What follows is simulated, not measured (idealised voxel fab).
A process module follows: voxel transistor to metal.
Cross-section cut: width 295 nm, square cells of 5 nm.
In this document a cross-section is written as a grid of square cells. It is given as a series of bands, listed from the top down, and a band is one or more rows of cells. Heights first: top, then bottom, in nm. Then materials, left to right, each with a width in nm. "throughout" on a single material: fills the band edge to edge. "empty": empty space. Height reference: 0 = level under which incoming wafer is all one material. Lowest band: no bottom, runs on downward, e.g. "0..down". Graded width ("30->40"): value in top row of band = first number; value in bottom row = second number; row-to-row change constant. Reading "changes: none" for a step: not a cell of the cross-section changed in it. "Closed voids list" contains a list of empty spaces, each no smaller than 8 cells and without an open way to the top, written in the form width x height at distance with the distance from the left edge and all three in nm. Anything after a step's settings on that line? It's the simulator's own note about the step. Regarding "overlay nm": on a step with a mask, it is the distance the mask lay to the right of its planned place; a negative value places it to the left.
## Planned step list for the process
1: RECEIVE [material Si]
2: CONFORMAL_DEP [material SiO2] [thk nm 5]
3: CONFORMAL_DEP [material SiN] [thk nm 15]
4: PATTERN [tone cover] [mask id ACTIVE] [material resist] [width nm 110] [pitch nm 140] [thk nm 20] [overlay nm 0]
5: DIRECTIONAL_ETCH [etch materials SiN] [depth nm 15]
6: DIRECTIONAL_ETCH [etch materials SiO2] [depth nm 5]
7: DIRECTIONAL_ETCH [etch materials Si] [depth nm 35]
8: STRIP [etch materials resist]
9: OXIDIZE [depth nm 5]
10: FILL_DEP [material SiO2] [thk nm 15]
11: CMP [height nm 20]
12: SELECTIVE_ETCH [etch materials SiO2] [depth nm 10]
13: STRIP [etch materials SiN]
14: SELECTIVE_ETCH [etch materials SiO2] [depth nm 5]
15: OXIDIZE [depth nm 5]
16: DIRECTIONAL_DEP [material polySi] [thk nm 30]
17: DIRECTIONAL_DEP [material SiCN] [thk nm 15]
18: MASKED_ETCH [tone cover] [mask id GATE] [width nm 20] [pitch nm 140] [etch materials SiCN] [depth nm 25] [overlay nm 0]
19: MASKED_ETCH [tone cover] [mask id GATE] [width nm 20] [pitch nm 140] [etch materials polySi] [depth nm 40] [overlay nm 0]
20: CONFORMAL_DEP [material SiO2] [thk nm 5]
21: DIRECTIONAL_ETCH [etch materials SiO2] [depth nm 5]
22: CONFORMAL_DEP [material SiN] [thk nm 5]
23: DIRECTIONAL_ETCH [etch materials SiN] [depth nm 5]
24: DIRECTIONAL_ETCH [etch materials SiO2] [depth nm 5]
25: EPI [material nSi] [thk nm 5]
26: FILL_DEP [material SiO2] [thk nm 5]
27: CMP [height nm 45]
28: DIRECTIONAL_DEP [material SiO2] [thk nm 15]
29: PATTERN [tone open] [mask id CONTACT] [material resist] [width nm 35] [thk nm 15] [overlay nm 0]
30: DIRECTIONAL_ETCH [etch materials SiO2] [depth nm 60]
31: STRIP [etch materials resist]
32: CONFORMAL_DEP [material TiN] [thk nm 5]
33: FILL_DEP [material Ru] [thk nm 5]
34: CMP [height nm 60]
35: DIRECTIONAL_DEP [material TiN] [thk nm 5]
36: DIRECTIONAL_DEP [material Ru] [thk nm 15]
37: MASKED_ETCH [tone cover] [mask id METAL_1] [width nm 20] [etch materials Ru] [depth nm 15] [overlay nm 0]
38: MASKED_ETCH [tone cover] [mask id METAL_1] [width nm 20] [etch materials TiN] [depth nm 5] [overlay nm 0]
39: FILL_DEP [material SiO2] [thk nm 5]
40: CMP [height nm 80]
41: CONFORMAL_DEP [material SiCN] [thk nm 5]
42: DIRECTIONAL_DEP [material lowk] [thk nm 30]
43: DIRECTIONAL_DEP [material aC] [thk nm 10]
44: PATTERN [tone open] [mask id METAL_2] [material resist] [width nm 20] [pitch nm 140] [thk nm 30] [overlay nm 0]
45: DIRECTIONAL_ETCH [etch materials aC] [depth nm 10]
46: STRIP [etch materials resist]
47: DIRECTIONAL_ETCH [etch materials lowk] [depth nm 15]
48: STRIP [etch materials aC]
49: PATTERN [tone open] [mask id METAL_2_HOLES] [material resist] [width nm 15] [pitch nm 140] [thk nm 15] [overlay nm 0]
50: DIRECTIONAL_ETCH [etch materials lowk] [depth nm 15]
51: DIRECTIONAL_ETCH [etch materials SiCN] [depth nm 5]
52: STRIP [etch materials resist]
53: CONFORMAL_DEP [material TiN] [thk nm 5]
54: FILL_DEP [material Ru] [thk nm 10]
55: CMP [height nm 115]
56: CONFORMAL_DEP [material SiN] [thk nm 5]
## This is the cross-section of the wafer as we received it, i.e. after step 1
> 0..down  Si throughout
> Closed voids list: none
## End-of-module cross-section. Starting structure and process plan as above; one mistake made in running it
> 120..115  SiN throughout
> 115..105  lowk 25  TiN 5  Ru 10  TiN 5  lowk 120  TiN 5  Ru 10  TiN 5  lowk 110
> 105..100  lowk 25  TiN 5  Ru 5  TiN 10  lowk 120  TiN 5  Ru 5  TiN 10  lowk 110
> 100..85  lowk 25  TiN 5  Ru 5  TiN 5  lowk 125  TiN 5  Ru 5  TiN 5  lowk 115
> 85..80  SiCN 25  TiN 15  SiCN 125  TiN 15  SiCN 115
> 80..65  SiO2 25  Ru 20  SiO2 60  Ru 20  SiO2 40  Ru 20  SiO2 60  Ru 20  SiO2 30
> 65..60  SiO2 25  TiN 20  SiO2 60  TiN 20  SiO2 40  TiN 20  SiO2 60  TiN 20  SiO2 30
> 60..50  SiO2 25  TiN 5  Ru 25  TiN 5  SiO2 30  TiN 5  Ru 25  TiN 5  SiO2 40  TiN 5  Ru 25  TiN 5  SiO2 30  TiN 5  Ru 25  TiN 5  SiO2 30
> 50..45  SiO2 25  TiN 5  Ru 20  TiN 10  SiO2 30  TiN 10  Ru 20  TiN 5  SiO2 40  TiN 5  Ru 20  TiN 10  SiO2 30  TiN 10  Ru 20  TiN 5  SiO2 30
> 45..40  SiO2 25  TiN 5  Ru 20  TiN 5  SiN 5  SiO2 5  SiCN 20  SiO2 5  SiN 5  TiN 5  Ru 20  TiN 5  SiO2 40  TiN 5  Ru 20  TiN 5  SiN 5  SiO2 5  SiCN 20  SiO2 5  SiN 5  TiN 5  Ru 20  TiN 5  SiO2 30
> 40..35  SiCN 15  SiO2 5  SiN 5  TiN 30  SiN 5  SiO2 5  SiCN 20  SiO2 5  SiN 5  TiN 30  SiN 5  SiO2 5  SiCN 20  SiO2 5  SiN 5  TiN 30  SiN 5  SiO2 5  SiCN 20  SiO2 5  SiN 5  TiN 30  SiN 5  SiO2 5  SiCN 20
> 35..30  polySi 15  SiCN 120  polySi 20  SiCN 120  polySi 20
> 30..5  polySi throughout
> 5..0  SiO2 15  polySi 120  SiO2 20  polySi 120  SiO2 20
> 0..-5  SiO2 throughout
> -5..-40  SiO2 25  Si 100  SiO2 40  Si 100  SiO2 30
> -40..down  Si throughout
> Closed voids list: none
So what did we get wrong on this run? step 17 in the plan was executed twice
